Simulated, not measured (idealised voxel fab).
The document below concerns the process module designated voxel air gaps.
It is cross-section cut that appears here, measuring 255 nm in width, its square cells being 5 nm in size.
Throughout this document, each cross-section is represented as a grid of square cells and is presented as a sequence of bands enumerated from the top downward, where a band comprises one or more rows of cells. Heights first: top, then bottom, in nm. Then materials, left to right, each with a width in nm. "full width" on a single material: fills the band edge to edge. "empty": empty space. Heads up on the height convention: 0 is the point under which the incoming wafer is all one material, and the lowest band has no bottom, it just keeps going down, like "top 0, no bottom". The expression "30 to 40" gives the width at the extremes of the band, the first number at its top row of cells and the second at its bottom row, with the width changing by equal amounts from each row to the next in between. "no change occurred", as given for a step, is the statement that not any cell of the cross-section underwent a change during that step. Reported under the label "Internal closed voids" are the empty spaces having no open way to the top and comprising 8 cells or more; the notation for each is width x height at distance, in which the distance is measured from the left edge and all three values are in nm. Past the settings on a step's line: simulator remark, on that step. The optional step-line setting "overlay nm" applies to steps with a mask and quantifies how far to the right of its planned location the mask lay, a negative value indicating leftward placement.

THIS SECTION LISTS THE PROCESS STEPS THAT WERE PLANNED
| 1 | RECEIVE, material Si |
| 2 | CONFORMAL_DEP, material SiO2, thk nm 15 |
| 3 | CONFORMAL_DEP, material SiCN, thk nm 5 |
| 4 | DIRECTIONAL_DEP, material lowk, thk nm 30 |
| 5 | MASKED_ETCH, tone open, mask id LINES, width nm 20, pitch nm 45, etch materials lowk, depth nm 30, overlay nm 0 |
| 6 | CONFORMAL_DEP, material TiN, thk nm 5 |
| 7 | FILL_DEP, material W, thk nm 10 |
| 8 | CMP, height nm 50 |
| 9 | EPI, material Ru, thk nm 10 |
| 10 | SELECTIVE_ETCH, etch materials lowk, depth nm 40 |
| 11 | CONFORMAL_DEP, material SiCN, thk nm 5 |

THIS IS THE CROSS-SECTION OF THE WAFER AS WE RECEIVED IT, I.E. AFTER STEP 1
  top 0, no bottom = Si full width
  Internal closed voids: none

RESULT OF THE MODULE, CROSS-SECTIONED: START PER ABOVE, PLAN PER ABOVE, ONE ERROR IN HOW IT WAS RUN
  top 65, bottom 60 = SiCN full width
  top 60, bottom 50 = Ru full width
  top 50, bottom 25 = 65 W  5 TiN  20 lowk  5 TiN  15 W  5 TiN  20 lowk  5 TiN  15 W  5 TiN  20 lowk  5 TiN  70 W
  top 25, bottom 20 = 70 TiN  20 lowk  25 TiN  20 lowk  25 TiN  20 lowk  75 TiN
  top 20, bottom 15 = SiCN full width
  top 15, bottom 0 = SiO2 full width
  top 0, no bottom = Si full width
  Internal closed voids: none
What was the processing mistake? planned and actual differ for step 5; actual: MASKED_ETCH, tone cover, mask id LINES, width nm 20, pitch nm 45, etch materials lowk, depth nm 30, overlay nm 0
